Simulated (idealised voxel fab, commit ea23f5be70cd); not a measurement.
Title: Process Module voxel quadruple lines
Shown is cross-section cut, with a width of 230 nm and square cells of size 5 nm.
Heads up, the way a cross-section reads in here is a grid of square cells, handed over as bands from the top down, with every band being one or more rows of cells.
Each band's line starts with the height of the band's top and of its bottom, in nm. Then come its materials from left to right, each with its width in nm. One material with "everywhere" fills the band from edge to edge. "empty" is empty space.
All heights in this document are referenced to 0, defined as the level beneath which the wafer, as received, consists entirely of one material. The lowest band is not bounded below; it extends indefinitely downward and is written in the form "0 nm and below".
Note: "30..40" means the width goes from the first number (top row of the band) to the second number (bottom row) in equal steps per row of cells.
"remained the same", as given for a step, is the statement that not any cell of the cross-section underwent a change during that step.
Empty spaces counting at least 8 cells and having no open way to the top are listed in "Closed void roster". The notation width x height at distance is used for each, the distance being from the left edge and all three values in nm.
Where a step's line continues beyond its settings, the continuation is a remark by the simulator itself on that step.
Each step line may optionally specify "overlay nm", which for a step with a mask gives the rightward distance between the mask's planned place and where it lay, a negative value indicating the leftward direction.
## Planned process steps
step 1: op RECEIVE | material Si
step 2: op CONFORMAL_DEP | material Al2O3 | thk nm 10
step 3: op DIRECTIONAL_DEP | material W | thk nm 15
step 4: op DIRECTIONAL_DEP | material polySi | thk nm 20
step 5: op DIRECTIONAL_DEP | material aC | thk nm 20
step 6: op PATTERN | tone cover | mask id MANDREL | material resist | width nm 35 | pitch nm 100 | thk nm 30 | overlay nm 0
step 7: op DIRECTIONAL_ETCH | etch materials aC | depth nm 20
step 8: op STRIP | etch materials resist
step 9: op CONFORMAL_DEP | material SiO2 | thk nm 15
step 10: op DIRECTIONAL_ETCH | etch materials SiO2 | depth nm 15
step 11: op STRIP | etch materials aC
step 12: op DIRECTIONAL_ETCH | etch materials polySi | depth nm 20
step 13: op STRIP | etch materials SiO2
step 14: op CONFORMAL_DEP | material SiCN | thk nm 10
step 15: op DIRECTIONAL_ETCH | etch materials SiCN | depth nm 10
step 16: op STRIP | etch materials polySi
step 17: op DIRECTIONAL_ETCH | etch materials W | depth nm 15
step 18: op STRIP | etch materials SiCN
step 19: op FILL_DEP | material lowk | thk nm 5
step 20: op CMP | height nm 25
## Cross-section of the incoming wafer, state after step 1
  0 nm and below = Si everywhere
  Closed void roster: none
## The module was run from the start shown above using the plan shown above, but one mistake was made doing it; the resulting wafer cross-section is below
  25 nm to 10 nm = 15 nm lowk; 10 nm W; 15 nm lowk; 10 nm W; 25 nm lowk; 10 nm W; 15 nm lowk; 10 nm W; 5 nm lowk; 10 nm W; 15 nm lowk; 10 nm W; 25 nm lowk; 10 nm W; 15 nm lowk; 10 nm W; 20 nm lowk
  10 nm to 0 nm = Al2O3 everywhere
  0 nm and below = Si everywhere
  Closed void roster: none
Deviation from plan: off-plan run, step 6, actual operation and settings op PATTERN | tone cover | mask id MANDREL | material resist | width nm 45 | pitch nm 100 | thk nm 30 | overlay nm 0
